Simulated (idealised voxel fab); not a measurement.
Module name: voxel ribs on slabs (process module)
Square cell edge 5 nm, section width 285 nm, ID cut.
In this document a cross-section is written as a grid of square cells. It is given as a series of bands, listed from the top down, and a band is one or more rows of cells. Read a band's entry like this: the first values are the height of its top and the height of its bottom in nm, and what follows is the sequence of materials from left to right, each with its width in nm. Note that "blank" is empty space, and that a single material marked "everywhere" reaches across the band from edge to edge. Heads up on the height convention: 0 is the point under which the incoming wafer is all one material, and the lowest band has no bottom, it just keeps going down, like "0 and below". So if you see something like "30 to 40" for the width, read it as the top row of the band sitting at the first number and the bottom row at the second, with every row in between moving by the same amount as the last. Reading "nothing was modified" for a step: not a cell of the cross-section changed in it. Each empty space that has no open way to the top and spans at least 8 cells appears under "Fully sealed cavities" as width x height at distance, the distance counted from the left edge, all in nm. Post-settings text on a step line: simulator's own remark regarding the step. overlay nm: mask offset rightward from planned place, masked step; negative means leftward offset.
# Listed below are the process steps as planned
1,RECEIVE: material Si
2,DIRECTIONAL_DEP: material SiO2, thk nm 20
3,DIRECTIONAL_DEP: material polySi, thk nm 25
4,PATTERN: tone cover, mask id RIB, material resist, width nm 30, thk nm 20, overlay nm 0
5,DIRECTIONAL_ETCH: etch materials polySi, depth nm 5
6,STRIP: etch materials resist
7,PATTERN: tone cover, mask id SLAB, material resist, width nm 60, thk nm 15, overlay nm 0
8,DIRECTIONAL_ETCH: etch materials polySi, depth nm 20
9,STRIP: etch materials resist
10,FILL_DEP: material SiO2, thk nm 30
11,CMP: height nm 65
12,DIRECTIONAL_DEP: material W, thk nm 10
13,PATTERN: tone cover, mask id HEATER, material resist, width nm 40, thk nm 15, overlay nm 0
14,DIRECTIONAL_ETCH: etch materials W, depth nm 10
15,STRIP: etch materials resist
16,CONFORMAL_DEP: material SiN, thk nm 5
# Of two wafers, the first: run according to plan
# Cross-section of the wafer upon arrival, representing the state reached after step 1
	0 and below | Si everywhere
	Fully sealed cavities: none
# Upon completion of step 2, the wafer appears in cross-section as shown
	20 down to 0 | SiO2 everywhere
	Heights below 0 show no change.
# Upon completion of step 3, the wafer appears in cross-section as shown
	45 down to 20 | polySi everywhere
	Heights below 20 show no change.
# Upon completion of step 4, the wafer appears in cross-section as shown
	65 down to 45 | blank 125, resist 30, blank 130
	Heights below 45 show no change.
# Upon completion of step 5, the wafer appears in cross-section as shown
	65 down to 45 | blank 125, resist 30, blank 130
	45 down to 40 | blank 125, polySi 30, blank 130
	Heights below 40 show no change.
# Upon completion of step 6, the wafer appears in cross-section as shown
	45 down to 40 | blank 125, polySi 30, blank 130
	Heights below 40 show no change.
# Upon completion of step 7, the wafer appears in cross-section as shown
	60 down to 45 | blank 110, resist 60, blank 115
	45 down to 40 | blank 110, resist 15, polySi 30, resist 15, blank 115
	Heights below 40 show no change.
# Upon completion of step 8, the wafer appears in cross-section as shown
	60 down to 45 | blank 110, resist 60, blank 115
	45 down to 40 | blank 110, resist 15, polySi 30, resist 15, blank 115
	40 down to 20 | blank 110, polySi 60, blank 115
	Heights below 20 show no change.
# Upon completion of step 9, the wafer appears in cross-section as shown
	45 down to 40 | blank 125, polySi 30, blank 130
	Heights below 40 show no change.
# Upon completion of step 10, the wafer appears in cross-section as shown
	75 down to 45 | SiO2 everywhere
	45 down to 40 | SiO2 125, polySi 30, SiO2 130
	40 down to 20 | SiO2 110, polySi 60, SiO2 115
	Heights below 20 show no change.
# Upon completion of step 11, the wafer appears in cross-section as shown
	65 down to 45 | SiO2 everywhere
	Heights below 45 show no change.
# Upon completion of step 12, the wafer appears in cross-section as shown
	75 down to 65 | W everywhere
	Heights below 65 show no change.
# Upon completion of step 13, the wafer appears in cross-section as shown
	90 down to 75 | blank 120, resist 40, blank 125
	Heights below 75 show no change.
# Upon completion of step 14, the wafer appears in cross-section as shown
	90 down to 75 | blank 120, resist 40, blank 125
	75 down to 65 | blank 120, W 40, blank 125
	Heights below 65 show no change.
# Upon completion of step 15, the wafer appears in cross-section as shown
	75 down to 65 | blank 120, W 40, blank 125
	Heights below 65 show no change.
# Upon completion of step 16, the wafer appears in cross-section as shown
	80 down to 75 | blank 115, SiN 50, blank 120
	75 down to 70 | blank 115, SiN 5, W 40, SiN 5, blank 120
	70 down to 65 | SiN 120, W 40, SiN 125
	Heights below 65 show no change.
# The second wafer began exactly as the first did and followed the same plan, but one mistake was made while running it; through step 3 inclusive, the two wafers are identical
# Cross-section of the second wafer at the time step 4 of the plan should have ended
	65 down to 45 | blank 120, resist 40, blank 125
	Heights below 45 show no change.
# Cross-section of the second wafer at the time step 5 of the plan should have ended
	65 down to 45 | blank 120, resist 40, blank 125
	45 down to 40 | blank 120, polySi 40, blank 125
	Heights below 40 show no change.
# Cross-section of the second wafer at the time step 6 of the plan should have ended
	45 down to 40 | blank 120, polySi 40, blank 125
	Heights below 40 show no change.
# Cross-section of the second wafer at the time step 7 of the plan should have ended
	60 down to 45 | blank 110, resist 60, blank 115
	45 down to 40 | blank 110, resist 10, polySi 40, resist 10, blank 115
	Heights below 40 show no change.
# Cross-section of the second wafer at the time step 8 of the plan should have ended
	60 down to 45 | blank 110, resist 60, blank 115
	45 down to 40 | blank 110, resist 10, polySi 40, resist 10, blank 115
	40 down to 20 | blank 110, polySi 60, blank 115
	Heights below 20 show no change.
# Cross-section of the second wafer at the time step 9 of the plan should have ended
	45 down to 40 | blank 120, polySi 40, blank 125
	Heights below 40 show no change.
# Cross-section of the second wafer at the time step 10 of the plan should have ended
	75 down to 45 | SiO2 everywhere
	45 down to 40 | SiO2 120, polySi 40, SiO2 125
	40 down to 20 | SiO2 110, polySi 60, SiO2 115
	Heights below 20 show no change.
# Cross-section of the second wafer at the time step 11 of the plan should have ended
	65 down to 45 | SiO2 everywhere
	Heights below 45 show no change.
# Cross-section of the second wafer at the time step 12 of the plan should have ended
	75 down to 65 | W everywhere
	Heights below 65 show no change.
# Cross-section of the second wafer at the time step 13 of the plan should have ended
	90 down to 75 | blank 120, resist 40, blank 125
	Heights below 75 show no change.
# Cross-section of the second wafer at the time step 14 of the plan should have ended
	90 down to 75 | blank 120, resist 40, blank 125
	75 down to 65 | blank 120, W 40, blank 125
	Heights below 65 show no change.
# Cross-section of the second wafer at the time step 15 of the plan should have ended
	75 down to 65 | blank 120, W 40, blank 125
	Heights below 65 show no change.
# Cross-section of the second wafer at the time step 16 of the plan should have ended
	80 down to 75 | blank 115, SiN 50, blank 120
	75 down to 70 | blank 115, SiN 5, W 40, SiN 5, blank 120
	70 down to 65 | SiN 120, W 40, SiN 125
	Heights below 65 show no change.
Heads up, the wafer didn't run the way we planned it: step 4: run off-plan, actual operation and settings PATTERN: tone cover, mask id RIB, material resist, width nm 40, thk nm 20, overlay nm 0
FYI, end of process, the second wafer has more or fewer cells of some materials than the first: 2 fewer of SiO2, 2 more of polySi
